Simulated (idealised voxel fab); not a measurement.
The document below concerns the process module designated voxel trench capacitor.
Section cut is 245 nm wide and gridded with 5 nm square cells.
In this document a cross-section is written as a grid of square cells. It is given as a series of bands, listed from the top down, and a band is one or more rows of cells. In this notation a band is specified by the heights of its top and bottom, in that order and in nm, after which its materials appear from left to right, each paired with its width in nm. The word "throughout" attached to a single material means that material fills the band from edge to edge; the word "air" stands for empty space. The level at which height equals 0 is the one under which the wafer, as it arrives, is entirely one material. No lower edge exists for the bottom band, which continues downward and is notated as in "from 0 down". Per-row width for "30..40": begins at first number (top row of band), ends at second number (bottom row), increment between rows held constant. For the purposes of this document, the phrase "identical to before" attached to a step denotes that no cell within the cross-section was modified by that step. The entry "Enclosed void list" lists the empty spaces that cover at least 8 cells and have no open path to the top. Each is written as width x height at distance, where the distance is measured from the left edge and all three values are in nm. Step line, after settings: the simulator's comment on this step. The setting "overlay nm" may be written on the line of a step. When the step uses a mask, the value reports how far to the right of the planned place the mask lay, and a negative value reports that it lay to the left.

Listed below are the process steps as planned
1: RECEIVE | material Si
2: CONFORMAL_DEP | material SiN | thk nm 10
3: PATTERN | tone open | mask id TRENCH | material resist | width nm 15 | pitch nm 55 | thk nm 20 | overlay nm 0
4: DIRECTIONAL_ETCH | etch materials SiN | depth nm 10
5: DIRECTIONAL_ETCH | etch materials Si | depth nm 25
6: STRIP | etch materials resist
7: CONFORMAL_DEP | material Al2O3 | thk nm 5
8: CONFORMAL_DEP | material TiN | thk nm 5
9: FILL_DEP | material W | thk nm 10
10: CMP | height nm 10
Wafer-to-wafer difference: width nm, step 3. Common start. Plan = first wafer's value.

Here's the first of the wafers in cross-section, just as we got it, i.e. after step 1
    from 0 down | Si throughout
    Enclosed void list: none

The first of several wafers, seen in cross-section after the module's last step, step 10
    from 10 to 0 | 60 SiN, then 5 Al2O3, then 5 TiN, then 5 Al2O3, then 40 SiN, then 5 Al2O3, then 5 TiN, then 5 Al2O3, then 40 SiN, then 5 Al2O3, then 5 TiN, then 5 Al2O3, then 60 SiN
    from 0 to -20 | 60 Si, then 5 Al2O3, then 5 TiN, then 5 Al2O3, then 40 Si, then 5 Al2O3, then 5 TiN, then 5 Al2O3, then 40 Si, then 5 Al2O3, then 5 TiN, then 5 Al2O3, then 60 Si
    from -20 to -25 | 60 Si, then 15 Al2O3, then 40 Si, then 15 Al2O3, then 40 Si, then 15 Al2O3, then 60 Si
    from -25 down | Si throughout
    Enclosed void list: none

Last wafer of the set, cross-sectioned at end of module
    from 10 to 0 | 50 SiN, then 5 Al2O3, then 5 TiN, then 20 W, then 5 TiN, then 5 Al2O3, then 15 SiN, then 5 Al2O3, then 5 TiN, then 20 W, then 5 TiN, then 5 Al2O3, then 15 SiN, then 5 Al2O3, then 5 TiN, then 20 W, then 5 TiN, then 5 Al2O3, then 45 SiN
    from 0 to -15 | 50 Si, then 5 Al2O3, then 5 TiN, then 20 W, then 5 TiN, then 5 Al2O3, then 15 Si, then 5 Al2O3, then 5 TiN, then 20 W, then 5 TiN, then 5 Al2O3, then 15 Si, then 5 Al2O3, then 5 TiN, then 20 W, then 5 TiN, then 5 Al2O3, then 45 Si
    from -15 to -20 | 50 Si, then 5 Al2O3, then 30 TiN, then 5 Al2O3, then 15 Si, then 5 Al2O3, then 30 TiN, then 5 Al2O3, then 15 Si, then 5 Al2O3, then 30 TiN, then 5 Al2O3, then 45 Si
    from -20 to -25 | 50 Si, then 40 Al2O3, then 15 Si, then 40 Al2O3, then 15 Si, then 40 Al2O3, then 45 Si
    from -25 down | Si throughout
    Enclosed void list: none

Per wafer, end of module: cells gained (+) or lost (-) per material since receipt, then closed voids
width nm 15; +45 Al2O3; -45 Si; +80 SiN; +18 TiN; Enclosed void list: none
width nm 20; +48 Al2O3; -60 Si; +74 SiN; +36 TiN; Enclosed void list: none
width nm 25; +51 Al2O3; -75 Si; +68 SiN; +39 TiN; +15 W; Enclosed void list: none
width nm 30; +54 Al2O3; -90 Si; +62 SiN; +42 TiN; +30 W; Enclosed void list: none
width nm 35; +57 Al2O3; -105 Si; +56 SiN; +45 TiN; +45 W; Enclosed void list: none
width nm 40; +60 Al2O3; -120 Si; +50 SiN; +48 TiN; +60 W; Enclosed void list: none
